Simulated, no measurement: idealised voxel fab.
A process module follows: voxel transistor to metal.
The width of the displayed cross-section, cut, is 175 nm; its cells are square, with a size of 5 nm.
Cross-sections here: square-cell grids, written as top-down lists of bands, a band being one or more rows of cells.
Within each band entry, the heights of the top and of the bottom of the band appear first, in that order and in nm; the materials of the band then follow from left to right, each with its corresponding width in nm. The designation "edge to edge" on a single material indicates that it fills the band from edge to edge; the designation "blank" indicates empty space.
Counting heights begins at 0, where everything beneath is, in the wafer as received, one material. The lowest band has no bottom; it goes on downwards, as "0..down" shows.
The expression "30 to 40" gives the width at the extremes of the band, the first number at its top row of cells and the second at its bottom row, with the width changing by equal amounts from each row to the next in between.
The designation "no change occurred", where it is given for a processing step, indicates that no cell of the cross-section was altered in the course of that step.
Entry "Fully sealed cavities" = empty spaces >= 8 cells with no open way to the top; each as width x height at distance, distance from left edge, all nm.
Where a step's line continues beyond its settings, the continuation is a remark by the simulator itself on that step.
overlay nm: step with mask; distance mask lay right of planned place; negative value = left of planned place.
Note on reading: below, each pair holds a cross-section from before one process step and one from after it; the one from after shows only down to the lowest band that changed. Beneath the pair, the step in between is stated along with its settings. The pairs can stem from different runs of this module on the same starting wafer. Where a pair's entry headed "Pre-process cross-section" says so, and only there, that pair continues from the pair above it.
-- Pre-process cross-section
	20..15  60 nm blank, then 5 nm SiN, then 45 nm blank, then 5 nm SiN, then 60 nm blank
	15..5  60 nm SiO2, then 5 nm SiN, then 45 nm blank, then 5 nm SiN, then 60 nm SiO2
	5..0  25 nm SiO2, then 5 nm SiN, then 10 nm SiGe, then 10 nm SiO2, then 10 nm SiGe, then 5 nm SiN, then 45 nm blank, then 5 nm SiN, then 10 nm SiGe, then 10 nm SiO2, then 10 nm SiGe, then 5 nm SiN, then 25 nm SiO2
	0..-5  30 nm SiO2, then 30 nm SiGe, then 5 nm SiO2, then 45 nm blank, then 5 nm SiO2, then 30 nm SiGe, then 30 nm SiO2
	-5..-10  20 nm SiO2, then 10 nm Si, then 30 nm SiGe, then 55 nm Si, then 30 nm SiGe, then 10 nm Si, then 20 nm SiO2
	-10..-35  20 nm SiO2, then 135 nm Si, then 20 nm SiO2
	-35..down  Si edge to edge
	Fully sealed cavities: none
-- As Processed
	25..20  55 nm blank, then 15 nm HfO2, then 35 nm blank, then 15 nm HfO2, then 55 nm blank
	20..15  60 nm HfO2, then 5 nm SiN, then 5 nm HfO2, then 35 nm blank, then 5 nm HfO2, then 5 nm SiN, then 60 nm HfO2
	15..5  60 nm SiO2, then 5 nm SiN, then 5 nm HfO2, then 35 nm blank, then 5 nm HfO2, then 5 nm SiN, then 60 nm SiO2
	5..0  25 nm SiO2, then 5 nm SiN, then 10 nm SiGe, then 10 nm SiO2, then 10 nm SiGe, then 5 nm SiN, then 5 nm HfO2, then 35 nm blank, then 5 nm HfO2, then 5 nm SiN, then 10 nm SiGe, then 10 nm SiO2, then 10 nm SiGe, then 5 nm SiN, then 25 nm SiO2
	0..-5  30 nm SiO2, then 30 nm SiGe, then 5 nm SiO2, then 45 nm HfO2, then 5 nm SiO2, then 30 nm SiGe, then 30 nm SiO2
	Below -5, no change.
	Fully sealed cavities: none
As a process note, the step between the before and after cross-sections shown above is CONFORMAL_DEP | material HfO2 | thk nm 5
Pre-process cross-section: equal to the after panel directly above.
-- As Processed
	30..25  50 nm blank, then 25 nm TiN, then 25 nm blank, then 25 nm TiN, then 50 nm blank
	25..20  55 nm TiN, then 15 nm HfO2, then 5 nm TiN, then 25 nm blank, then 5 nm TiN, then 15 nm HfO2, then 55 nm TiN
	20..15  60 nm HfO2, then 5 nm SiN, then 5 nm HfO2, then 5 nm TiN, then 25 nm blank, then 5 nm TiN, then 5 nm HfO2, then 5 nm SiN, then 60 nm HfO2
	15..5  60 nm SiO2, then 5 nm SiN, then 5 nm HfO2, then 5 nm TiN, then 25 nm blank, then 5 nm TiN, then 5 nm HfO2, then 5 nm SiN, then 60 nm SiO2
	5..0  25 nm SiO2, then 5 nm SiN, then 10 nm SiGe, then 10 nm SiO2, then 10 nm SiGe, then 5 nm SiN, then 5 nm HfO2, then 35 nm TiN, then 5 nm HfO2, then 5 nm SiN, then 10 nm SiGe, then 10 nm SiO2, then 10 nm SiGe, then 5 nm SiN, then 25 nm SiO2
	Below 0, no change.
	Fully sealed cavities: none
As a process note, the step between the before and after cross-sections shown above is CONFORMAL_DEP | material TiN | thk nm 5
Pre-process cross-section: equal to the after panel directly above.
-- As Processed
	35..30  W edge to edge
	30..25  50 nm W, then 25 nm TiN, then 25 nm W, then 25 nm TiN, then 50 nm W
	25..20  55 nm TiN, then 15 nm HfO2, then 5 nm TiN, then 25 nm W, then 5 nm TiN, then 15 nm HfO2, then 55 nm TiN
	20..15  60 nm HfO2, then 5 nm SiN, then 5 nm HfO2, then 5 nm TiN, then 25 nm W, then 5 nm TiN, then 5 nm HfO2, then 5 nm SiN, then 60 nm HfO2
	15..5  60 nm SiO2, then 5 nm SiN, then 5 nm HfO2, then 5 nm TiN, then 25 nm W, then 5 nm TiN, then 5 nm HfO2, then 5 nm SiN, then 60 nm SiO2
	Below 5, no change.
	Fully sealed cavities: none
As a process note, the step between the before and after cross-sections shown above is FILL_DEP | material W | thk nm 5
Pre-process cross-section: equal to the after panel directly above.
-- As Processed
	15..5  60 nm SiO2, then 5 nm SiN, then 5 nm HfO2, then 5 nm TiN, then 25 nm W, then 5 nm TiN, then 5 nm HfO2, then 5 nm SiN, then 60 nm SiO2
	Below 5, no change.
	Fully sealed cavities: none
As a process note, the step between the before and after cross-sections shown above is CMP | height nm 15
Pre-process cross-section: equal to the after panel directly above.
-- As Processed
	25..15  SiO2 edge to edge
	Below 15, no change.
	Fully sealed cavities: none
As a process note, the step between the before and after cross-sections shown above is DIRECTIONAL_DEP | material SiO2 | thk nm 10
Pre-process cross-section: equal to the after panel directly above.
-- As Processed
	25..15  30 nm SiO2, then 20 nm blank, then 75 nm SiO2, then 20 nm blank, then 30 nm SiO2
	15..5  30 nm SiO2, then 20 nm blank, then 10 nm SiO2, then 5 nm SiN, then 5 nm HfO2, then 5 nm TiN, then 25 nm W, then 5 nm TiN, then 5 nm HfO2, then 5 nm SiN, then 10 nm SiO2, then 20 nm blank, then 30 nm SiO2
	5..0  25 nm SiO2, then 5 nm SiN, then 10 nm SiGe, then 10 nm blank, then 10 nm SiGe, then 5 nm SiN, then 5 nm HfO2, then 35 nm TiN, then 5 nm HfO2, then 5 nm SiN, then 10 nm SiGe, then 10 nm blank, then 10 nm SiGe, then 5 nm SiN, then 25 nm SiO2
	Below 0, no change.
	Fully sealed cavities: none
As a process note, the step between the before and after cross-sections shown above is MASKED_ETCH | tone open | mask id CONTACT | width nm 20 | pitch nm 95 | etch materials SiO2 | depth nm 30 | overlay nm 0
Pre-process cross-section: equal to the after panel directly above.
-- As Processed
	30..25  35 nm TiN, then 10 nm blank, then 85 nm TiN, then 10 nm blank, then 35 nm TiN
	25..15  30 nm SiO2, then 5 nm TiN, then 10 nm blank, then 5 nm TiN, then 75 nm SiO2, then 5 nm TiN, then 10 nm blank, then 5 nm TiN, then 30 nm SiO2
	15..10  30 nm SiO2, then 5 nm TiN, then 10 nm blank, then 5 nm TiN, then 10 nm SiO2, then 5 nm SiN, then 5 nm HfO2, then 5 nm TiN, then 25 nm W, then 5 nm TiN, then 5 nm HfO2, then 5 nm SiN, then 10 nm SiO2, then 5 nm TiN, then 10 nm blank, then 5 nm TiN, then 30 nm SiO2
	10..5  30 nm SiO2, then 20 nm TiN, then 10 nm SiO2, then 5 nm SiN, then 5 nm HfO2, then 5 nm TiN, then 25 nm W, then 5 nm TiN, then 5 nm HfO2, then 5 nm SiN, then 10 nm SiO2, then 20 nm TiN, then 30 nm SiO2
	5..0  25 nm SiO2, then 5 nm SiN, then 10 nm SiGe, then 10 nm TiN, then 10 nm SiGe, then 5 nm SiN, then 5 nm HfO2, then 35 nm TiN, then 5 nm HfO2, then 5 nm SiN, then 10 nm SiGe, then 10 nm TiN, then 10 nm SiGe, then 5 nm SiN, then 25 nm SiO2
	Below 0, no change.
	Fully sealed cavities: none
As a process note, the step between the before and after cross-sections shown above is CONFORMAL_DEP | material TiN | thk nm 5
Pre-process cross-section: equal to the after panel directly above.
-- As Processed
	40..30  Ru edge to edge
	30..25  35 nm TiN, then 10 nm Ru, then 85 nm TiN, then 10 nm Ru, then 35 nm TiN
	25..15  30 nm SiO2, then 5 nm TiN, then 10 nm Ru, then 5 nm TiN, then 75 nm SiO2, then 5 nm TiN, then 10 nm Ru, then 5 nm TiN, then 30 nm SiO2
	15..10  30 nm SiO2, then 5 nm TiN, then 10 nm Ru, then 5 nm TiN, then 10 nm SiO2, then 5 nm SiN, then 5 nm HfO2, then 5 nm TiN, then 25 nm W, then 5 nm TiN, then 5 nm HfO2, then 5 nm SiN, then 10 nm SiO2, then 5 nm TiN, then 10 nm Ru, then 5 nm TiN, then 30 nm SiO2
	Below 10, no change.
	Fully sealed cavities: none
As a process note, the step between the before and after cross-sections shown above is FILL_DEP | material Ru | thk nm 10
Pre-process cross-section: equal to the after panel directly above.
-- As Processed
	25..15  30 nm SiO2, then 5 nm TiN, then 10 nm Ru, then 5 nm TiN, then 75 nm SiO2, then 5 nm TiN, then 10 nm Ru, then 5 nm TiN, then 30 nm SiO2
	Below 15, no change.
	Fully sealed cavities: none
As a process note, the step between the before and after cross-sections shown above is CMP | height nm 25
Pre-process cross-section: equal to the after panel directly above.
-- As Processed
	30..25  TiN edge to edge
	Below 25, no change.
	Fully sealed cavities: none
As a process note, the step between the before and after cross-sections shown above is DIRECTIONAL_DEP | material TiN | thk nm 5
Pre-process cross-section: equal to the after panel directly above.
-- As Processed
	50..30  Ru edge to edge
	Below 30, no change.
	Fully sealed cavities: none
As a process note, the step between the before and after cross-sections shown above is DIRECTIONAL_DEP | material Ru | thk nm 20
Pre-process cross-section: equal to the after panel directly above.
-- As Processed
	60..50  aC edge to edge
	Below 50, no change.
	Fully sealed cavities: none
As a process note, the step between the before and after cross-sections shown above is DIRECTIONAL_DEP | material aC | thk nm 10
Pre-process cross-section: equal to the after panel directly above.
-- As Processed
	90..60  30 nm blank, then 20 nm resist, then 75 nm blank, then 20 nm resist, then 30 nm blank
	Below 60, no change.
	Fully sealed cavities: none
As a process note, the step between the before and after cross-sections shown above is PATTERN | tone cover | mask id METAL_1 | material resist | width nm 20 | pitch nm 95 | thk nm 30 | overlay nm 0
Pre-process cross-section: equal to the after panel directly above.
-- As Processed
	80..60  30 nm blank, then 20 nm resist, then 75 nm blank, then 20 nm resist, then 30 nm blank
	60..50  30 nm blank, then 20 nm aC, then 75 nm blank, then 20 nm aC, then 30 nm blank
	Below 50, no change.
	Fully sealed cavities: none
As a process note, the step between the before and after cross-sections shown above is DIRECTIONAL_ETCH | etch materials aC | depth nm 10
Pre-process cross-section: equal to the after panel directly above.
-- As Processed
	60..50  30 nm blank, then 20 nm aC, then 75 nm blank, then 20 nm aC, then 30 nm blank
	Below 50, no change.
	Fully sealed cavities: none
As a process note, the step between the before and after cross-sections shown above is STRIP | etch materials resist
Pre-process cross-section: equal to the after panel directly above.
-- As Processed
	60..50  30 nm blank, then 20 nm aC, then 75 nm blank, then 20 nm aC, then 30 nm blank
	50..30  30 nm blank, then 20 nm Ru, then 75 nm blank, then 20 nm Ru, then 30 nm blank
	Below 30, no change.
	Fully sealed cavities: none
As a process note, the step between the before and after cross-sections shown above is DIRECTIONAL_ETCH | etch materials Ru | depth nm 20
Pre-process cross-section: equal to the after panel directly above.
-- As Processed
	60..50  30 nm blank, then 20 nm aC, then 75 nm blank, then 20 nm aC, then 30 nm blank
	50..30  30 nm blank, then 20 nm Ru, then 75 nm blank, then 20 nm Ru, then 30 nm blank
	30..25  30 nm blank, then 20 nm TiN, then 75 nm blank, then 20 nm TiN, then 30 nm blank
	Below 25, no change.
	Fully sealed cavities: none
As a process note, the step between the before and after cross-sections shown above is DIRECTIONAL_ETCH | etch materials TiN | depth nm 5
Pre-process cross-section: equal to the after panel directly above.
-- As Processed
	50..30  30 nm blank, then 20 nm Ru, then 75 nm blank, then 20 nm Ru, then 30 nm blank
	Below 30, no change.
	Fully sealed cavities: none
As a process note, the step between the before and after cross-sections shown above is STRIP | etch materials aC
Pre-process cross-section: equal to the after panel directly above.
-- As Processed
	55..50  SiO2 edge to edge
	50..30  30 nm SiO2, then 20 nm Ru, then 75 nm SiO2, then 20 nm Ru, then 30 nm SiO2
	30..25  30 nm SiO2, then 20 nm TiN, then 75 nm SiO2, then 20 nm TiN, then 30 nm SiO2
	Below 25, no change.
	Fully sealed cavities: none
As a process note, the step between the before and after cross-sections shown above is FILL_DEP | material SiO2 | thk nm 5
Pre-process cross-section: equal to the after panel directly above.
-- As Processed
	50..30  30 nm SiO2, then 20 nm Ru, then 75 nm SiO2, then 20 nm Ru, then 30 nm SiO2
	Below 30, no change.
	Fully sealed cavities: none
As a process note, the step between the before and after cross-sections shown above is CMP | height nm 50
Pre-process cross-section: equal to the after panel directly above.
-- As Processed
	55..50  SiCN edge to edge
	Below 50, no change.
	Fully sealed cavities: none
As a process note, the step between the before and after cross-sections shown above is CONFORMAL_DEP | material SiCN | thk nm 5
Pre-process cross-section: equal to the after panel directly above.
-- As Processed
	85..55  lowk edge to edge
	Below 55, no change.
	Fully sealed cavities: none
As a process note, the step between the before and after cross-sections shown above is DIRECTIONAL_DEP | material lowk | thk nm 30
Pre-process cross-section: equal to the after panel directly above.
-- As Processed
	85..65  30 nm lowk, then 20 nm blank, then 75 nm lowk, then 20 nm blank, then 30 nm lowk
	Below 65, no change.
	Fully sealed cavities: none
As a process note, the step between the before and after cross-sections shown above is MASKED_ETCH | tone open | mask id METAL_2 | width nm 20 | pitch nm 95 | etch materials lowk | depth nm 20 | overlay nm 0
Pre-process cross-section: equal to the after panel directly above.
-- As Processed
	100..85  30 nm resist, then 15 nm blank, then 80 nm resist, then 15 nm blank, then 35 nm resist
	85..65  30 nm lowk, then 15 nm blank, then 5 nm resist, then 75 nm lowk, then 15 nm blank, then 5 nm resist, then 30 nm lowk
	Below 65, no change.
	Fully sealed cavities: none
As a process note, the step between the before and after cross-sections shown above is PATTERN | tone open | mask id METAL_2_HOLES | material resist | width nm 15 | pitch nm 95 | thk nm 15 | overlay nm 0
Pre-process cross-section: equal to the after panel directly above.
-- As Processed
	100..85  30 nm resist, then 15 nm blank, then 80 nm resist, then 15 nm blank, then 35 nm resist
	85..65  30 nm lowk, then 15 nm blank, then 5 nm resist, then 75 nm lowk, then 15 nm blank, then 5 nm resist, then 30 nm lowk
	65..55  30 nm lowk, then 15 nm blank, then 80 nm lowk, then 15 nm blank, then 35 nm lowk
	Below 55, no change.
	Fully sealed cavities: none
As a process note, the step between the before and after cross-sections shown above is DIRECTIONAL_ETCH | etch materials lowk | depth nm 10
Pre-process cross-section: equal to the after panel directly above.
-- As Processed
	100..85  30 nm resist, then 15 nm blank, then 80 nm resist, then 15 nm blank, then 35 nm resist
	85..65  30 nm lowk, then 15 nm blank, then 5 nm resist, then 75 nm lowk, then 15 nm blank, then 5 nm resist, then 30 nm lowk
	65..55  30 nm lowk, then 15 nm blank, then 80 nm lowk, then 15 nm blank, then 35 nm lowk
	55..50  30 nm SiCN, then 15 nm blank, then 80 nm SiCN, then 15 nm blank, then 35 nm SiCN
	Below 50, no change.
	Fully sealed cavities: none
As a process note, the step between the before and after cross-sections shown above is DIRECTIONAL_ETCH | etch materials SiCN | depth nm 5
Pre-process cross-section: equal to the after panel directly above.
-- As Processed
	85..65  30 nm lowk, then 20 nm blank, then 75 nm lowk, then 20 nm blank, then 30 nm lowk
	Below 65, no change.
	Fully sealed cavities: none
As a process note, the step between the before and after cross-sections shown above is STRIP | etch materials resist
Pre-process cross-section: equal to the after panel directly above.
-- As Processed
	90..85  35 nm TiN, then 10 nm blank, then 85 nm TiN, then 10 nm blank, then 35 nm TiN
	85..70  30 nm lowk, then 5 nm TiN, then 10 nm blank, then 5 nm TiN, then 75 nm lowk, then 5 nm TiN, then 10 nm blank, then 5 nm TiN, then 30 nm lowk
	70..65  30 nm lowk, then 5 nm TiN, then 5 nm blank, then 10 nm TiN, then 75 nm lowk, then 5 nm TiN, then 5 nm blank, then 10 nm TiN, then 30 nm lowk
	65..55  30 nm lowk, then 5 nm TiN, then 5 nm blank, then 5 nm TiN, then 80 nm lowk, then 5 nm TiN, then 5 nm blank, then 5 nm TiN, then 35 nm lowk
	55..50  30 nm SiCN, then 15 nm TiN, then 80 nm SiCN, then 15 nm TiN, then 35 nm SiCN
	Below 50, no change.
	Fully sealed cavities: none
As a process note, the step between the before and after cross-sections shown above is CONFORMAL_DEP | material TiN | thk nm 5
Pre-process cross-section: equal to the after panel directly above.
-- As Processed
	95..90  Cu edge to edge
	90..85  35 nm TiN, then 10 nm Cu, then 85 nm TiN, then 10 nm Cu, then 35 nm TiN
	85..70  30 nm lowk, then 5 nm TiN, then 10 nm Cu, then 5 nm TiN, then 75 nm lowk, then 5 nm TiN, then 10 nm Cu, then 5 nm TiN, then 30 nm lowk
	70..65  30 nm lowk, then 5 nm TiN, then 5 nm Cu, then 10 nm TiN, then 75 nm lowk, then 5 nm TiN, then 5 nm Cu, then 10 nm TiN, then 30 nm lowk
	65..55  30 nm lowk, then 5 nm TiN, then 5 nm Cu, then 5 nm TiN, then 80 nm lowk, then 5 nm TiN, then 5 nm Cu, then 5 nm TiN, then 35 nm lowk
	Below 55, no change.
	Fully sealed cavities: none
As a process note, the step between the before and after cross-sections shown above is FILL_DEP | material Cu | thk nm 5
Pre-process cross-section: equal to the after panel directly above.
-- As Processed
	85..70  30 nm lowk, then 5 nm TiN, then 10 nm Cu, then 5 nm TiN, then 75 nm lowk, then 5 nm TiN, then 10 nm Cu, then 5 nm TiN, then 30 nm lowk
	Below 70, no change.
	Fully sealed cavities: none
As a process note, the step between the before and after cross-sections shown above is CMP | height nm 85
Pre-process cross-section: equal to the after panel directly above.
-- As Processed
	90..85  SiN edge to edge
	Below 85, no change.
	Fully sealed cavities: none
As a process note, the step between the before and after cross-sections shown above is CONFORMAL_DEP | material SiN | thk nm 5
-- Pre-process cross-section
	0..down  Si edge to edge
	Fully sealed cavities: none
-- As Processed
	0..-15  SiO2 edge to edge
	Below -15, no change.
	Fully sealed cavities: none
As a process note, the step between the before and after cross-sections shown above is OXIDIZE | depth nm 15
Pre-process cross-section: equal to the after panel directly above.
-- As Processed
	15..0  SiN edge to edge
	Below 0, no change.
	Fully sealed cavities: none
As a process note, the step between the before and after cross-sections shown above is CONFORMAL_DEP | material SiN | thk nm 15
Pre-process cross-section: equal to the after panel directly above.
-- As Processed
	15..0  20 nm blank, then 135 nm SiN, then 20 nm blank
	Below 0, no change.
	Fully sealed cavities: none
As a process note, the step between the before and after cross-sections shown above is MASKED_ETCH | tone cover | mask id ACTIVE | width nm 135 | etch materials SiN | depth nm 15 | overlay nm 0
Pre-process cross-section: equal to the after panel directly above.
-- As Processed
	15..0  20 nm blank, then 135 nm SiN, then 20 nm blank
	0..-5  20 nm blank, then 135 nm SiO2, then 20 nm blank
	Below -5, no change.
	Fully sealed cavities: none
As a process note, the step between the before and after cross-sections shown above is MASKED_ETCH | tone cover | mask id ACTIVE | width nm 135 | etch materials SiO2 | depth nm 5 | overlay nm 0
Pre-process cross-section: equal to the after panel directly above.
-- As Processed
	25..15  SiO2 edge to edge
	15..0  20 nm SiO2, then 135 nm SiN, then 20 nm SiO2
	0..-15  SiO2 edge to edge
	Below -15, no change.
	Fully sealed cavities: none
As a process note, the step between the before and after cross-sections shown above is FILL_DEP | material SiO2 | thk nm 10
Pre-process cross-section: equal to the after panel directly above.
-- As Processed
	15..0  20 nm SiO2, then 135 nm SiN, then 20 nm SiO2
	Below 0, no change.
	Fully sealed cavities: none
As a process note, the step between the before and after cross-sections shown above is CMP | height nm 15
Pre-process cross-section: equal to the after panel directly above.
-- As Processed
	15..10  20 nm blank, then 135 nm SiN, then 20 nm blank
	Below 10, no change.
	Fully sealed cavities: none
As a process note, the step between the before and after cross-sections shown above is SELECTIVE_ETCH | etch materials SiO2 | depth nm 5
Pre-process cross-section: equal to the after panel directly above.
-- As Processed
	10..0  20 nm SiO2, then 135 nm blank, then 20 nm SiO2
	Below 0, no change.
	Fully sealed cavities: none
As a process note, the step between the before and after cross-sections shown above is STRIP | etch materials SiN
Pre-process cross-section: equal to the after panel directly above.
-- As Processed
	5..-5  15 nm SiO2, then 145 nm blank, then 15 nm SiO2
	Below -5, no change.
	Fully sealed cavities: none
As a process note, the step between the before and after cross-sections shown above is SELECTIVE_ETCH | etch materials SiO2 | depth nm 5
Pre-process cross-section: equal to the after panel directly above.
-- As Processed
	30..20  15 nm polySi, then 145 nm blank, then 15 nm polySi
	20..5  polySi edge to edge
	5..-5  15 nm SiO2, then 145 nm polySi, then 15 nm SiO2
	Below -5, no change.
	Fully sealed cavities: none
As a process note, the step between the before and after cross-sections shown above is DIRECTIONAL_DEP | material polySi | thk nm 25
Pre-process cross-section: equal to the after panel directly above.
-- As Processed
	45..35  15 nm SiCN, then 145 nm blank, then 15 nm SiCN
	35..30  SiCN edge to edge
	30..20  15 nm polySi, then 145 nm SiCN, then 15 nm polySi
	Below 20, no change.
	Fully sealed cavities: none
As a process note, the step between the before and after cross-sections shown above is DIRECTIONAL_DEP | material SiCN | thk nm 15
Pre-process cross-section: equal to the after panel directly above.
-- As Processed
	65..45  70 nm blank, then 35 nm resist, then 70 nm blank
	45..35  15 nm SiCN, then 55 nm blank, then 35 nm resist, then 55 nm blank, then 15 nm SiCN
	Below 35, no change.
	Fully sealed cavities: none
As a process note, the step between the before and after cross-sections shown above is PATTERN | tone cover | mask id GATE | material resist | width nm 35 | thk nm 20 | overlay nm 0
Pre-process cross-section: equal to the after panel directly above.
-- As Processed
	65..35  70 nm blank, then 35 nm resist, then 70 nm blank
	35..30  70 nm blank, then 35 nm SiCN, then 70 nm blank
	30..20  15 nm polySi, then 55 nm blank, then 35 nm SiCN, then 55 nm blank, then 15 nm polySi
	Below 20, no change.
	Fully sealed cavities: none
As a process note, the step between the before and after cross-sections shown above is DIRECTIONAL_ETCH | etch materials SiCN | depth nm 25
Pre-process cross-section: equal to the after panel directly above.
-- As Processed
	65..35  70 nm blank, then 35 nm resist, then 70 nm blank
	35..20  70 nm blank, then 35 nm SiCN, then 70 nm blank
	20..5  70 nm blank, then 35 nm polySi, then 70 nm blank
	5..-5  15 nm SiO2, then 55 nm blank, then 35 nm polySi, then 55 nm blank, then 15 nm SiO2
	Below -5, no change.
	Fully sealed cavities: none
As a process note, the step between the before and after cross-sections shown above is DIRECTIONAL_ETCH | etch materials polySi | depth nm 35
Pre-process cross-section: equal to the after panel directly above.
-- As Processed
	35..20  70 nm blank, then 35 nm SiCN, then 70 nm blank
	Below 20, no change.
	Fully sealed cavities: none
As a process note, the step between the before and after cross-sections shown above is STRIP | etch materials resist
Pre-process cross-section: equal to the after panel directly above.
-- As Processed
	40..35  65 nm blank, then 45 nm SiO2, then 65 nm blank
	35..20  65 nm blank, then 5 nm SiO2, then 35 nm SiCN, then 5 nm SiO2, then 65 nm blank
	20..10  65 nm blank, then 5 nm SiO2, then 35 nm polySi, then 5 nm SiO2, then 65 nm blank
	10..0  20 nm SiO2, then 45 nm blank, then 5 nm SiO2, then 35 nm polySi, then 5 nm SiO2, then 45 nm blank, then 20 nm SiO2
	0..-5  70 nm SiO2, then 35 nm polySi, then 70 nm SiO2
	Below -5, no change.
	Fully sealed cavities: none
As a process note, the step between the before and after cross-sections shown above is CONFORMAL_DEP | material SiO2 | thk nm 5
Pre-process cross-section: equal to the after panel directly above.
-- As Processed
	35..20  65 nm blank, then 5 nm SiO2, then 35 nm SiCN, then 5 nm SiO2, then 65 nm blank
	20..5  65 nm blank, then 5 nm SiO2, then 35 nm polySi, then 5 nm SiO2, then 65 nm blank
	5..-5  20 nm SiO2, then 45 nm blank, then 5 nm SiO2, then 35 nm polySi, then 5 nm SiO2, then 45 nm blank, then 20 nm SiO2
	Below -5, no change.
	Fully sealed cavities: none
As a process note, the step between the before and after cross-sections shown above is DIRECTIONAL_ETCH | etch materials SiO2 | depth nm 5
Pre-process cross-section: equal to the after panel directly above.
-- As Processed
	40..35  60 nm blank, then 55 nm SiN, then 60 nm blank
	35..20  60 nm blank, then 5 nm SiN, then 5 nm SiO2, then 35 nm SiCN, then 5 nm SiO2, then 5 nm SiN, then 60 nm blank
	20..10  60 nm blank, then 5 nm SiN, then 5 nm SiO2, then 35 nm polySi, then 5 nm SiO2, then 5 nm SiN, then 60 nm blank
	10..5  25 nm SiN, then 35 nm blank, then 5 nm SiN, then 5 nm SiO2, then 35 nm polySi, then 5 nm SiO2, then 5 nm SiN, then 35 nm blank, then 25 nm SiN
	5..0  20 nm SiO2, then 5 nm SiN, then 35 nm blank, then 5 nm SiN, then 5 nm SiO2, then 35 nm polySi, then 5 nm SiO2, then 5 nm SiN, then 35 nm blank, then 5 nm SiN, then 20 nm SiO2
	0..-5  20 nm SiO2, then 45 nm SiN, then 5 nm SiO2, then 35 nm polySi, then 5 nm SiO2, then 45 nm SiN, then 20 nm SiO2
	Below -5, no change.
	Fully sealed cavities: none
As a process note, the step between the before and after cross-sections shown above is CONFORMAL_DEP | material SiN | thk nm 5
Pre-process cross-section: equal to the after panel directly above.
-- As Processed
	35..20  60 nm blank, then 5 nm SiN, then 5 nm SiO2, then 35 nm SiCN, then 5 nm SiO2, then 5 nm SiN, then 60 nm blank
	20..5  60 nm blank, then 5 nm SiN, then 5 nm SiO2, then 35 nm polySi, then 5 nm SiO2, then 5 nm SiN, then 60 nm blank
	5..-5  20 nm SiO2, then 5 nm SiN, then 35 nm blank, then 5 nm SiN, then 5 nm SiO2, then 35 nm polySi, then 5 nm SiO2, then 5 nm SiN, then 35 nm blank, then 5 nm SiN, then 20 nm SiO2
	Below -5, no change.
	Fully sealed cavities: none
As a process note, the step between the before and after cross-sections shown above is DIRECTIONAL_ETCH | etch materials SiN | depth nm 5
Pre-process cross-section: equal to the after panel directly above.
-- As Processed
	35..30  60 nm blank, then 5 nm SiN, then 5 nm blank, then 35 nm SiCN, then 5 nm blank, then 5 nm SiN, then 60 nm blank
	30..20  60 nm blank, then 5 nm SiN, then 5 nm SiO2, then 35 nm SiCN, then 5 nm SiO2, then 5 nm SiN, then 60 nm blank
	20..5  60 nm blank, then 5 nm SiN, then 5 nm SiO2, then 35 nm polySi, then 5 nm SiO2, then 5 nm SiN, then 60 nm blank
	5..0  20 nm blank, then 5 nm SiN, then 35 nm blank, then 5 nm SiN, then 5 nm SiO2, then 35 nm polySi, then 5 nm SiO2, then 5 nm SiN, then 35 nm blank, then 5 nm SiN, then 20 nm blank
	0..-5  20 nm SiO2, then 5 nm SiN, then 35 nm blank, then 5 nm SiN, then 5 nm SiO2, then 35 nm polySi, then 5 nm SiO2, then 5 nm SiN, then 35 nm blank, then 5 nm SiN, then 20 nm SiO2
	-5..-10  25 nm SiO2, then 35 nm blank, then 55 nm SiO2, then 35 nm blank, then 25 nm SiO2
	Below -10, no change.
	Fully sealed cavities: none
As a process note, the step between the before and after cross-sections shown above is DIRECTIONAL_ETCH | etch materials SiO2 | depth nm 5
Pre-process cross-section: equal to the after panel directly above.
-- As Processed
	45..35  SiO2 edge to edge
	35..20  60 nm SiO2, then 5 nm SiN, then 5 nm SiO2, then 35 nm SiCN, then 5 nm SiO2, then 5 nm SiN, then 60 nm SiO2
	20..5  60 nm SiO2, then 5 nm SiN, then 5 nm SiO2, then 35 nm polySi, then 5 nm SiO2, then 5 nm SiN, then 60 nm SiO2
	5..-5  20 nm SiO2, then 5 nm SiN, then 35 nm SiO2, then 5 nm SiN, then 5 nm SiO2, then 35 nm polySi, then 5 nm SiO2, then 5 nm SiN, then 35 nm SiO2, then 5 nm SiN, then 20 nm SiO2
	-5..-15  SiO2 edge to edge
	Below -15, no change.
	Fully sealed cavities: none
As a process note, the step between the before and after cross-sections shown above is FILL_DEP | material SiO2 | thk nm 10
Pre-process cross-section: equal to the after panel directly above.
-- As Processed
	20..5  60 nm SiO2, then 5 nm SiN, then 5 nm SiO2, then 35 nm polySi, then 5 nm SiO2, then 5 nm SiN, then 60 nm SiO2
	Below 5, no change.
	Fully sealed cavities: none
As a process note, the step between the before and after cross-sections shown above is CMP | height nm 20
Pre-process cross-section: equal to the after panel directly above.
-- As Processed
	20..5  60 nm SiO2, then 5 nm SiN, then 5 nm SiO2, then 35 nm blank, then 5 nm SiO2, then 5 nm SiN, then 60 nm SiO2
	5..-5  20 nm SiO2, then 5 nm SiN, then 35 nm SiO2, then 5 nm SiN, then 5 nm SiO2, then 35 nm blank, then 5 nm SiO2, then 5 nm SiN, then 35 nm SiO2, then 5 nm SiN, then 20 nm SiO2
	Below -5, no change.
	Fully sealed cavities: none
As a process note, the step between the before and after cross-sections shown above is STRIP | etch materials polySi
Pre-process cross-section: equal to the after panel directly above.
-- As Processed
	20..15  60 nm blank, then 5 nm SiN, then 45 nm blank, then 5 nm SiN, then 60 nm blank
	15..5  60 nm SiO2, then 5 nm SiN, then 45 nm blank, then 5 nm SiN, then 60 nm SiO2
	5..-5  20 nm SiO2, then 5 nm SiN, then 35 nm SiO2, then 5 nm SiN, then 45 nm blank, then 5 nm SiN, then 35 nm SiO2, then 5 nm SiN, then 20 nm SiO2
	-5..-10  65 nm SiO2, then 45 nm blank, then 65 nm SiO2
	Below -10, no change.
	Fully sealed cavities: none
As a process note, the step between the before and after cross-sections shown above is SELECTIVE_ETCH | etch materials SiO2 | depth nm 5
